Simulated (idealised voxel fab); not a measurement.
This section sets out a process module, namely voxel gate over fins.
Cross-section cut spans 165 nm and uses square cells 5 nm in size.
A cross-section is written here as square cells arranged in a grid, and it is given in bands from the top down, each band taking up one or more rows of cells.
Top, bottom (nm), then materials left to right with widths (nm); lone material tagged "edge to edge" fills the whole band edge to edge; "blank" = empty space.
It should be noted that heights are counted from 0, beneath which the wafer as supplied is of one material throughout, and that the lowest band possesses no lower boundary but continues downward, as written in "0 down".
Think of "30->40" as a width that walks from the first number to the second as you go down the band, top row to bottom row, taking equal-sized steps from row to row.
"nothing changed" -> step changed no cross-section cell.
Enclosed voids (no open way to top), threshold 8 cells or more, entry "Closed cavity list", notation width x height at distance, distance from left edge, nm.
It should be noted that, on the line of a given step, the content following the step's settings is a remark produced by the simulator itself with respect to that step.
Each step line may optionally specify "overlay nm", which for a step with a mask gives the rightward distance between the mask's planned place and where it lay, a negative value indicating the leftward direction.

## These are the steps we planned for the process
| 1 | RECEIVE,material Si |
| 2 | CONFORMAL_DEP,material SiN,thk nm 5 |
| 3 | MASKED_ETCH,tone cover,mask id FINS,width nm 15,pitch nm 40,etch materials SiN,depth nm 5,overlay nm 0 |
| 4 | MASKED_ETCH,tone cover,mask id FINS,width nm 15,pitch nm 40,etch materials Si,depth nm 30,overlay nm 0 |
| 5 | OXIDIZE,depth nm 5 |
| 6 | FILL_DEP,material SiO2,thk nm 10 |
| 7 | CMP,height nm 5 |
| 8 | SELECTIVE_ETCH,etch materials SiO2,depth nm 15 |
| 9 | STRIP,etch materials SiN |
| 10 | CONFORMAL_DEP,material HfO2,thk nm 5 |
| 11 | CONFORMAL_DEP,material TiN,thk nm 5 |
| 12 | CONFORMAL_DEP,material TiAl,thk nm 5 |
| 13 | CONFORMAL_DEP,material TiN,thk nm 5 |
| 14 | FILL_DEP,material W,thk nm 10 |
| 15 | CMP,height nm 25 |
| 16 | CONFORMAL_DEP,material SiN,thk nm 10 |

## Wafer at receipt (post step 1), cross-section
- 0 down | Si edge to edge
- Closed cavity list: none

## The first of the two wafers as seen in cross-section once the module was finished; processing followed the plan
- 35 to 25 | SiN edge to edge
- 25 to 20 | W edge to edge
- 20 to 15 | 20 W  125 TiN  20 W
- 15 to 10 | 20 W  5 TiN  35 TiAl  5 TiN  35 TiAl  5 TiN  35 TiAl  5 TiN  20 W
- 10 to 5 | 25 TiN  5 TiAl  25 TiN  5 TiAl  5 TiN  5 TiAl  25 TiN  5 TiAl  5 TiN  5 TiAl  25 TiN  5 TiAl  25 TiN
- 5 to 0 | 30 TiAl  5 TiN  15 HfO2  5 TiN  15 TiAl  5 TiN  15 HfO2  5 TiN  15 TiAl  5 TiN  15 HfO2  5 TiN  30 TiAl
- 0 to -5 | 35 TiN  5 HfO2  5 Si  5 HfO2  25 TiN  5 HfO2  5 Si  5 HfO2  25 TiN  5 HfO2  5 Si  5 HfO2  35 TiN
- -5 to -10 | 40 HfO2  5 Si  35 HfO2  5 Si  35 HfO2  5 Si  40 HfO2
- -10 to -35 | 40 SiO2  5 Si  35 SiO2  5 Si  35 SiO2  5 Si  40 SiO2
- -35 down | Si edge to edge
- Closed cavity list: none

## Second wafer cross-section at end of module - shared start and plan with the first, one mistake in the run
- 35 to 25 | SiN edge to edge
- 25 to 20 | W edge to edge
- 20 to 15 | TiN edge to edge
- 15 to 10 | TiAl edge to edge
- 10 to 5 | 40 TiN  5 TiAl  35 TiN  5 TiAl  35 TiN  5 TiAl  40 TiN
- 5 to 0 | 35 HfO2  15 TiN  25 HfO2  15 TiN  25 HfO2  15 TiN  35 HfO2
- 0 to -5 | 30 Si  25 HfO2  15 Si  25 HfO2  15 Si  25 HfO2  30 Si
- -5 down | Si edge to edge
- Closed cavity list: none
It is concluded that the wafer was processed incorrectly with respect to the plan, in that step 3 did not happen as planned, as run it was MASKED_ETCH,tone open,mask id FINS,width nm 15,pitch nm 40,etch materials SiN,depth nm 5,overlay nm 0
Looking at both finished wafers in cells, the second ends up ahead of or behind the first on some materials: HfO2 -6 | Si +195 | SiO2 -150 | TiAl -9 | TiN -14 | W -16
